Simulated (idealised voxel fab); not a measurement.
A process module follows: voxel transistor to metal.
Section shown: cut. Width: 200 nm. Cell size: 5 nm, square.
Cross-sections here: square-cell grids, written as top-down lists of bands, a band being one or more rows of cells. Quick guide to a band line: top height, bottom height (nm) up front; then every material left to right with its width in nm. Only one material and it's marked "edge to edge"? Then it fills the band edge to edge. And "empty" just means empty space. Zero point of the height axis is 0; under it, received wafer = one material. Lowest band: continues down indefinitely, "0 nm and below". Note: "30 to 40" means the width goes from the first number (top row of the band) to the second number (bottom row) in equal steps per row of cells. The cross-section has no changed cell in any step marked "identical to before". Any empty space of 8 cells or more lacking an open way to the top shows up in "Enclosed void listing" as width x height at distance, distance from the left edge, in nm. Text after the settings on a step's line: the simulator's own remark on that step. overlay nm: mask right of planned place by this much (step with mask). Neg. = left.

[Process steps - plan]
1. RECEIVE (material Si)
2. CONFORMAL_DEP (material SiO2; thk nm 5)
3. CONFORMAL_DEP (material SiN; thk nm 15)
4. PATTERN (tone cover; mask id ACTIVE; material resist; width nm 100; thk nm 15; overlay nm 0)
5. DIRECTIONAL_ETCH (etch materials SiN; depth nm 15)
6. DIRECTIONAL_ETCH (etch materials SiO2; depth nm 5)
7. DIRECTIONAL_ETCH (etch materials Si; depth nm 30)
8. STRIP (etch materials resist)
9. OXIDIZE (depth nm 5)
10. FILL_DEP (material SiO2; thk nm 5)
11. CMP (height nm 20)
12. SELECTIVE_ETCH (etch materials SiO2; depth nm 15)
13. STRIP (etch materials SiN)
14. SELECTIVE_ETCH (etch materials SiO2; depth nm 5)
15. OXIDIZE (depth nm 5)
16. DIRECTIONAL_DEP (material polySi; thk nm 20)
17. DIRECTIONAL_DEP (material SiCN; thk nm 15)
18. PATTERN (tone cover; mask id GATE; material resist; width nm 20; thk nm 20; overlay nm 0)
19. DIRECTIONAL_ETCH (etch materials SiCN; depth nm 25)
20. DIRECTIONAL_ETCH (etch materials polySi; depth nm 30)
21. STRIP (etch materials resist)
22. CONFORMAL_DEP (material SiO2; thk nm 5)
23. DIRECTIONAL_ETCH (etch materials SiO2; depth nm 5)
24. CONFORMAL_DEP (material SiN; thk nm 5)
25. DIRECTIONAL_ETCH (etch materials SiN; depth nm 5)
26. DIRECTIONAL_ETCH (etch materials SiO2; depth nm 5)
27. DIRECTIONAL_ETCH (etch materials Si; depth nm 10)
28. EPI (material pSi; thk nm 15)
29. FILL_DEP (material SiO2; thk nm 5)
30. CMP (height nm 35)
31. DIRECTIONAL_DEP (material SiO2; thk nm 10)
32. DIRECTIONAL_DEP (material aC; thk nm 15)
33. PATTERN (tone open; mask id CONTACT; material resist; width nm 30; pitch nm 60; thk nm 30; overlay nm 0)
34. DIRECTIONAL_ETCH (etch materials aC; depth nm 15)
35. STRIP (etch materials resist)
36. DIRECTIONAL_ETCH (etch materials SiO2; depth nm 45)
37. STRIP (etch materials aC)
38. CONFORMAL_DEP (material TiN; thk nm 5)
39. FILL_DEP (material Ru; thk nm 10)
40. CMP (height nm 45)
41. DIRECTIONAL_DEP (material TiN; thk nm 5)
42. DIRECTIONAL_DEP (material W; thk nm 15)
43. PATTERN (tone cover; mask id METAL_1; material resist; width nm 20; pitch nm 70; thk nm 15; overlay nm 0)
44. DIRECTIONAL_ETCH (etch materials W; depth nm 15)
45. DIRECTIONAL_ETCH (etch materials TiN; depth nm 5)
46. STRIP (etch materials resist)
47. FILL_DEP (material lowk; thk nm 5)
48. CMP (height nm 65)
49. CONFORMAL_DEP (material SiCN; thk nm 5)
50. DIRECTIONAL_DEP (material lowk; thk nm 30)
51. MASKED_ETCH (tone open; mask id METAL_2_HOLES; width nm 15; pitch nm 70; etch materials lowk; depth nm 30; overlay nm 0)
52. MASKED_ETCH (tone open; mask id METAL_2; width nm 20; pitch nm 70; etch materials lowk; depth nm 20; overlay nm 0)
53. MASKED_ETCH (tone open; mask id METAL_2; width nm 20; pitch nm 70; etch materials SiCN; depth nm 5; overlay nm 0)
54. CONFORMAL_DEP (material TiN; thk nm 5)
55. FILL_DEP (material Ru; thk nm 5)
56. CMP (height nm 100)
57. CONFORMAL_DEP (material SiN; thk nm 5)

[Cross-section of the wafer as it came to us, i.e., already through step 1]
0 nm and below  Si edge to edge
Enclosed void listing: none

[First wafer of two, sectioned at end of module; run went per plan]
105 nm to 100 nm  SiN edge to edge
100 nm to 85 nm  lowk 55; TiN 5; Ru 10; TiN 5; lowk 50; TiN 5; Ru 10; TiN 5; lowk 55
85 nm to 80 nm  lowk 55; TiN 5; Ru 5; TiN 10; lowk 50; TiN 5; Ru 5; TiN 10; lowk 55
80 nm to 70 nm  lowk 55; TiN 5; Ru 5; TiN 5; lowk 55; TiN 5; Ru 5; TiN 5; lowk 60
70 nm to 65 nm  SiCN 55; TiN 15; SiCN 55; TiN 15; SiCN 60
65 nm to 50 nm  lowk 55; W 20; lowk 50; W 20; lowk 55
50 nm to 45 nm  lowk 55; TiN 20; lowk 50; TiN 20; lowk 55
45 nm to 35 nm  SiO2 55; TiN 5; Ru 20 to 15; TiN 5 to 10; SiO2 30; TiN 5 to 10; Ru 20 to 15; TiN 5; SiO2 55
35 nm to 20 nm  SiO2 55; TiN 5; Ru 15; TiN 5; SiN 5; SiO2 5; SiCN 20; SiO2 5; SiN 5; TiN 5; Ru 15; TiN 5; SiO2 55
20 nm to 15 nm  SiO2 55; TiN 5; Ru 15; TiN 5; SiN 5; SiO2 5; polySi 20; SiO2 5; SiN 5; TiN 5; Ru 15; TiN 5; SiO2 55
15 nm to 10 nm  SiO2 55; TiN 25; SiN 5; SiO2 5; polySi 20; SiO2 5; SiN 5; TiN 25; SiO2 55
10 nm to 0 nm  SiO2 55; TiN 10; pSi 15; SiN 5; SiO2 5; polySi 20; SiO2 5; SiN 5; pSi 15; TiN 10; SiO2 55
0 nm to -5 nm  SiO2 50; pSi 30; SiO2 40; pSi 30; SiO2 50
-5 nm to -15 nm  SiO2 55; pSi 25; Si 40; pSi 25; SiO2 55
-15 nm to -35 nm  SiO2 55; Si 90; SiO2 55
-35 nm and below  Si edge to edge
Enclosed void listing: none

[Cross-sectional view of the second of two wafers upon completion of the module. This wafer shared its starting condition and process plan with the first; one error was made during its execution]
105 nm to 100 nm  SiN edge to edge
100 nm to 85 nm  lowk 55; TiN 5; Ru 10; TiN 5; lowk 50; TiN 5; Ru 10; TiN 5; lowk 55
85 nm to 80 nm  lowk 55; TiN 5; Ru 5; TiN 10; lowk 50; TiN 5; Ru 5; TiN 10; lowk 55
80 nm to 70 nm  lowk 55; TiN 5; Ru 5; TiN 5; lowk 55; TiN 5; Ru 5; TiN 5; lowk 60
70 nm to 65 nm  SiCN 55; TiN 15; SiCN 55; TiN 15; SiCN 60
65 nm to 50 nm  lowk 55; W 20; lowk 50; W 20; lowk 55
50 nm to 45 nm  lowk 55; TiN 20; lowk 50; TiN 20; lowk 55
45 nm to 35 nm  SiO2 55; TiN 5; Ru 20 to 15; TiN 5 to 10; SiO2 30; TiN 5 to 10; Ru 20 to 15; TiN 5; SiO2 55
35 nm to 20 nm  SiO2 55; TiN 5; Ru 15; TiN 5; SiN 5; SiO2 5; SiCN 20; SiO2 5; SiN 5; TiN 5; Ru 15; TiN 5; SiO2 55
20 nm to 15 nm  SiO2 55; TiN 5; Ru 15; TiN 5; SiN 5; SiO2 5; polySi 20; SiO2 5; SiN 5; TiN 5; Ru 15; TiN 5; SiO2 55
15 nm to 10 nm  SiO2 55; TiN 25; SiN 5; SiO2 5; polySi 20; SiO2 5; SiN 5; TiN 25; SiO2 55
10 nm to 0 nm  SiO2 55; TiN 10; pSi 15; SiN 5; SiO2 5; polySi 20; SiO2 5; SiN 5; pSi 15; TiN 10; SiO2 55
0 nm to -5 nm  SiO2 40; pSi 40; SiO2 40; pSi 20; SiO2 60
-5 nm to -15 nm  SiO2 45; pSi 35; Si 40; pSi 15; SiO2 65
-15 nm to -35 nm  SiO2 45; Si 90; SiO2 65
-35 nm and below  Si edge to edge
Enclosed void listing: none
Run error: contrary to plan, step 4 was performed as PATTERN (tone cover; mask id ACTIVE; material resist; width nm 100; thk nm 15; overlay nm -10)
Comparing end states, the material composition by cell count is preserved from the first wafer to the second, while the locations of the cells are not.
